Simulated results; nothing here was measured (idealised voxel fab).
Presented below is a process module, voxel ribs on slabs.
Section shown: cut. Width: 165 nm. Cell size: 5 nm, square.
Square cells in a grid make up a cross-section in this document, and the grid is given as bands, listed from the top down, each one or more rows of cells. Top, bottom (nm), then materials left to right with widths (nm); lone material tagged "all across" fills the whole band edge to edge; "empty" = empty space. Zero point of the height axis is 0; under it, received wafer = one material. Lowest band: continues down indefinitely, "from 0 down". When a width is written as two numbers, as in "30->40", the first number is the width in the top row of cells of the band and the second is the width in its bottom row, and the width changes by the same amount from each row to the next. "no change occurred" after a step means that no cell of the cross-section changed. For the entry "Voids, fully enclosed", the listed items are empty spaces with no open way to the top whose size is 8 cells or more; each item follows the pattern width x height at distance, where distance is from the left edge and all three are in nm. That trailing text on a step's line, after the settings, is the simulator's own remark on the step. overlay nm: how far to the right of its planned place the mask lay on this masked step (negative: to the left).

### The process steps that were planned are listed below
- 1: RECEIVE: material Si
- 2: DIRECTIONAL_DEP: material SiO2, thk nm 30
- 3: DIRECTIONAL_DEP: material polySi, thk nm 20
- 4: MASKED_ETCH: tone cover, mask id RIB, width nm 30, etch materials polySi, depth nm 15, overlay nm 0
- 5: MASKED_ETCH: tone cover, mask id SLAB, width nm 70, etch materials polySi, depth nm 5, overlay nm 0
- 6: FILL_DEP: material SiO2, thk nm 20
- 7: CMP: height nm 60
- 8: DIRECTIONAL_DEP: material W, thk nm 5
- 9: PATTERN: tone cover, mask id HEATER, material resist, width nm 40, thk nm 20, overlay nm 0
- 10: DIRECTIONAL_ETCH: etch materials W, depth nm 5
- 11: STRIP: etch materials resist
- 12: CONFORMAL_DEP: material SiO2, thk nm 5

### The first wafer of two, processed as planned

### Delivered wafer in cross-section: state after step 1
* from 0 down  Si all across
* Voids, fully enclosed: none

### Cross-section of the wafer after step 2
* from 30 to 0  SiO2 all across
* Under the height 0 nothing was changed.

### Cross-section of the wafer after step 3
* from 50 to 30  polySi all across
* Under the height 30 nothing was changed.

### Cross-section of the wafer after step 4
* from 50 to 35  empty (65); polySi (30); empty (70)
* Under the height 35 nothing was changed.

### Cross-section of the wafer after step 5
* from 50 to 35  empty (65); polySi (30); empty (70)
* from 35 to 30  empty (45); polySi (70); empty (50)
* Under the height 30 nothing was changed.

### Cross-section of the wafer after step 6
* from 70 to 50  SiO2 all across
* from 50 to 35  SiO2 (65); polySi (30); SiO2 (70)
* from 35 to 30  SiO2 (45); polySi (70); SiO2 (50)
* Under the height 30 nothing was changed.

### Cross-section of the wafer after step 7
* from 60 to 50  SiO2 all across
* Under the height 50 nothing was changed.

### Cross-section of the wafer after step 8
* from 65 to 60  W all across
* Under the height 60 nothing was changed.

### Cross-section of the wafer after step 9
* from 85 to 65  empty (60); resist (40); empty (65)
* Under the height 65 nothing was changed.

### Cross-section of the wafer after step 10
* from 85 to 65  empty (60); resist (40); empty (65)
* from 65 to 60  empty (60); W (40); empty (65)
* Under the height 60 nothing was changed.

### Cross-section of the wafer after step 11
* from 65 to 60  empty (60); W (40); empty (65)
* Under the height 60 nothing was changed.

### Cross-section of the wafer after step 12
* from 70 to 65  empty (55); SiO2 (50); empty (60)
* from 65 to 60  SiO2 (60); W (40); SiO2 (65)
* Under the height 60 nothing was changed.

### The second wafer: identical to the first at the outset and in its planned sequence, differing only in that one mistake was made during processing; up to and including step 11, its path is the first wafer's path

### Second wafer profile in section, at the moment step 12 of the plan was meant to be complete
* from 70 to 65  empty (55); W (50); empty (60)
* from 65 to 60  W all across
* Under the height 60 nothing was changed.
Diagnosis: step 12 deviated from plan and actually ran as CONFORMAL_DEP: material W, thk nm 5
In the final state, the cell counts of the second wafer exceed or fall short of those of the first for the following materials: -35 SiO2, +35 W
